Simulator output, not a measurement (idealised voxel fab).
A process module follows: voxel air gaps.
Shown is cross-section cut, with a width of 185 nm and square cells of size 5 nm.
Notation: cross-section as square-cell grid; stated in bands, top first, going down; one or more cell rows per band. Top, bottom (nm), then materials left to right with widths (nm); lone material tagged "everywhere" fills the whole band edge to edge; "blank" = empty space. The level at which height equals 0 is the one under which the wafer, as it arrives, is entirely one material. No lower edge exists for the bottom band, which continues downward and is notated as in "0..down". Width: "30 to 40" (first number = top row, second number = bottom row, same change from row to row of cells). For the purposes of this document, the phrase "everything unchanged" attached to a step denotes that no cell within the cross-section was modified by that step. The entry "Closed-off voids" lists the empty spaces that cover at least 8 cells and have no open path to the top. Each is written as width x height at distance, where the distance is measured from the left edge and all three values are in nm. On a step's line, text after the settings is the simulator commenting on that step. overlay nm: right-of-plan distance of the mask on a masked step; negative values mean left-of-plan.
These are the steps we planned for the process
- 1: RECEIVE [material Si]
- 2: CONFORMAL_DEP [material SiO2] [thk nm 10]
- 3: CONFORMAL_DEP [material SiCN] [thk nm 5]
- 4: DIRECTIONAL_DEP [material SiO2] [thk nm 30]
- 5: PATTERN [tone open] [mask id LINES] [material resist] [width nm 20] [pitch nm 50] [thk nm 20] [overlay nm 0]
- 6: DIRECTIONAL_ETCH [etch materials SiO2] [depth nm 30]
- 7: STRIP [etch materials resist]
- 8: CONFORMAL_DEP [material TiN] [thk nm 5]
- 9: FILL_DEP [material Cu] [thk nm 5]
- 10: CMP [height nm 45]
- 11: EPI [material Ru] [thk nm 10]
- 12: SELECTIVE_ETCH [etch materials SiO2] [depth nm 40]
- 13: CONFORMAL_DEP [material SiCN] [thk nm 5]
This is the cross-section of the wafer as we received it, i.e. after step 1
* 0..down = Si everywhere
* Closed-off voids: none
Cross-section at module end, one run error; start and plan unchanged from above
* 70..65 = blank (5) | SiCN (170) | blank (10)
* 65..45 = blank (5) | SiCN (5) | Ru (160) | SiCN (5) | blank (10)
* 45..40 = blank (5) | SiCN (25) | TiN (5) | Cu (10) | TiN (5) | SiO2 (30) | TiN (5) | Cu (10) | TiN (5) | SiO2 (30) | TiN (5) | Cu (10) | TiN (5) | SiCN (25) | blank (10)
* 40..20 = blank (25) | SiCN (5) | TiN (5) | Cu (10) | TiN (5) | SiO2 (30) | TiN (5) | Cu (10) | TiN (5) | SiO2 (30) | TiN (5) | Cu (10) | TiN (5) | SiCN (5) | blank (30)
* 20..15 = SiCN (30) | TiN (20) | SiO2 (30) | TiN (20) | SiO2 (30) | TiN (20) | SiCN (35)
* 15..10 = SiCN everywhere
* 10..0 = SiO2 everywhere
* 0..down = Si everywhere
* Closed-off voids: none
Short version of what went wrong: step 11 from the plan got run twice
